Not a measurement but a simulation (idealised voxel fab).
voxel tone inversion: a process module
cross-section cut | 260 nm wide | cells 5 nm
Bands, listed from the top down, are how a cross-section gets written in this document; the cross-section itself is a grid of square cells, and a band is one or more rows of them. What a band's entry tells you: where the top is and where the bottom is, as heights in nm, and after that what lies inside, material by material from left to right, each with its width in nm. Empty space is written as the word "air", and a single material marked with the word "everywhere" occupies the band from edge to edge. Convention: height 0 is the level below which the wafer, as received, is all one material. The lowest band does not terminate at the bottom but continues downward, represented as "top 0, no bottom". Note: "30..40" means the width goes from the first number (top row of the band) to the second number (bottom row) in equal steps per row of cells. "remains unaltered" means the step left every cell of the cross-section as it was. "Cavities, sealed" lists enclosed empty spaces (at least 8 cells, no open path upward to the top), each as width x height at distance from the left edge, in nm. Formally, on a step line, whatever follows the settings is a remark that the simulator itself makes on the step. overlay nm: mask offset rightward from planned place, masked step; negative means leftward offset.
BELOW IS THE LIST OF PLANNED PROCESS STEPS
| 1 | RECEIVE (material Si) |
| 2 | CONFORMAL_DEP (material SiCN; thk nm 5) |
| 3 | DIRECTIONAL_DEP (material polySi; thk nm 20) |
| 4 | PATTERN (tone cover; mask id POSTS; material resist; width nm 20; pitch nm 40; thk nm 25; overlay nm 0) |
| 5 | DIRECTIONAL_ETCH (etch materials polySi; depth nm 20) |
| 6 | STRIP (etch materials resist) |
| 7 | FILL_DEP (material lowk; thk nm 10) |
| 8 | CMP (height nm 25) |
| 9 | STRIP (etch materials polySi) |
| 10 | CONFORMAL_DEP (material TiN; thk nm 5) |
| 11 | FILL_DEP (material W; thk nm 5) |
| 12 | CMP (height nm 25) |
| 13 | CONFORMAL_DEP (material SiN; thk nm 5) |
FIRST OF TWO WAFERS, WITH THE RUN CARRIED OUT AS PLANNED
WAFER CROSS-SECTION ON RECEIPT, I.E. AFTER STEP 1
    top 0, no bottom | Si everywhere
    Cavities, sealed: none
THE WAFER, SEEN IN CROSS-SECTION, AFTER STEP 2
    top 5, bottom 0 | SiCN everywhere
    Below 0 it's all the same as before, nothing changed down there.
THE WAFER, SEEN IN CROSS-SECTION, AFTER STEP 3
    top 25, bottom 5 | polySi everywhere
    Below 5 it's all the same as before, nothing changed down there.
THE WAFER, SEEN IN CROSS-SECTION, AFTER STEP 4
    top 50, bottom 25 | 100 air; 20 resist; 20 air; 20 resist; 100 air
    Below 25 it's all the same as before, nothing changed down there.
THE WAFER, SEEN IN CROSS-SECTION, AFTER STEP 5
    top 50, bottom 25 | 100 air; 20 resist; 20 air; 20 resist; 100 air
    top 25, bottom 5 | 100 air; 20 polySi; 20 air; 20 polySi; 100 air
    Below 5 it's all the same as before, nothing changed down there.
THE WAFER, SEEN IN CROSS-SECTION, AFTER STEP 6
    top 25, bottom 5 | 100 air; 20 polySi; 20 air; 20 polySi; 100 air
    Below 5 it's all the same as before, nothing changed down there.
THE WAFER, SEEN IN CROSS-SECTION, AFTER STEP 7
    top 35, bottom 25 | lowk everywhere
    top 25, bottom 5 | 100 lowk; 20 polySi; 20 lowk; 20 polySi; 100 lowk
    Below 5 it's all the same as before, nothing changed down there.
THE WAFER, SEEN IN CROSS-SECTION, AFTER STEP 8
    top 25, bottom 5 | 100 lowk; 20 polySi; 20 lowk; 20 polySi; 100 lowk
    Below 5 it's all the same as before, nothing changed down there.
THE WAFER, SEEN IN CROSS-SECTION, AFTER STEP 9
    top 25, bottom 5 | 100 lowk; 20 air; 20 lowk; 20 air; 100 lowk
    Below 5 it's all the same as before, nothing changed down there.
THE WAFER, SEEN IN CROSS-SECTION, AFTER STEP 10
    top 30, bottom 25 | 105 TiN; 10 air; 30 TiN; 10 air; 105 TiN
    top 25, bottom 10 | 100 lowk; 5 TiN; 10 air; 5 TiN; 20 lowk; 5 TiN; 10 air; 5 TiN; 100 lowk
    top 10, bottom 5 | 100 lowk; 20 TiN; 20 lowk; 20 TiN; 100 lowk
    Below 5 it's all the same as before, nothing changed down there.
THE WAFER, SEEN IN CROSS-SECTION, AFTER STEP 11
    top 35, bottom 30 | W everywhere
    top 30, bottom 25 | 105 TiN; 10 W; 30 TiN; 10 W; 105 TiN
    top 25, bottom 10 | 100 lowk; 5 TiN; 10 W; 5 TiN; 20 lowk; 5 TiN; 10 W; 5 TiN; 100 lowk
    Below 10 it's all the same as before, nothing changed down there.
THE WAFER, SEEN IN CROSS-SECTION, AFTER STEP 12
    top 25, bottom 10 | 100 lowk; 5 TiN; 10 W; 5 TiN; 20 lowk; 5 TiN; 10 W; 5 TiN; 100 lowk
    Below 10 it's all the same as before, nothing changed down there.
THE WAFER, SEEN IN CROSS-SECTION, AFTER STEP 13
    top 30, bottom 25 | SiN everywhere
    Below 25 it's all the same as before, nothing changed down there.
SECOND WAFER. START AND PLAN AS FOR THE FIRST. ONE MISTAKE MADE IN RUNNING. AGREES WITH THE FIRST UP TO AND INCLUDING STEP 10
SECOND WAFER, CROSS-SECTION, PLANNED END OF STEP 11
    top 40, bottom 30 | W everywhere
    top 30, bottom 25 | 105 TiN; 10 W; 30 TiN; 10 W; 105 TiN
    top 25, bottom 10 | 100 lowk; 5 TiN; 10 W; 5 TiN; 20 lowk; 5 TiN; 10 W; 5 TiN; 100 lowk
    Below 10 it's all the same as before, nothing changed down there.
SECOND WAFER, CROSS-SECTION, PLANNED END OF STEP 12
    top 25, bottom 10 | 100 lowk; 5 TiN; 10 W; 5 TiN; 20 lowk; 5 TiN; 10 W; 5 TiN; 100 lowk
    Below 10 it's all the same as before, nothing changed down there.
SECOND WAFER, CROSS-SECTION, PLANNED END OF STEP 13
    top 30, bottom 25 | SiN everywhere
    Below 25 it's all the same as before, nothing changed down there.
So what did we get wrong on this run? step 11 from the plan got run twice
Given identical final cross-sections on the two wafers, the mistake has no effect on any quantity computed by this model.
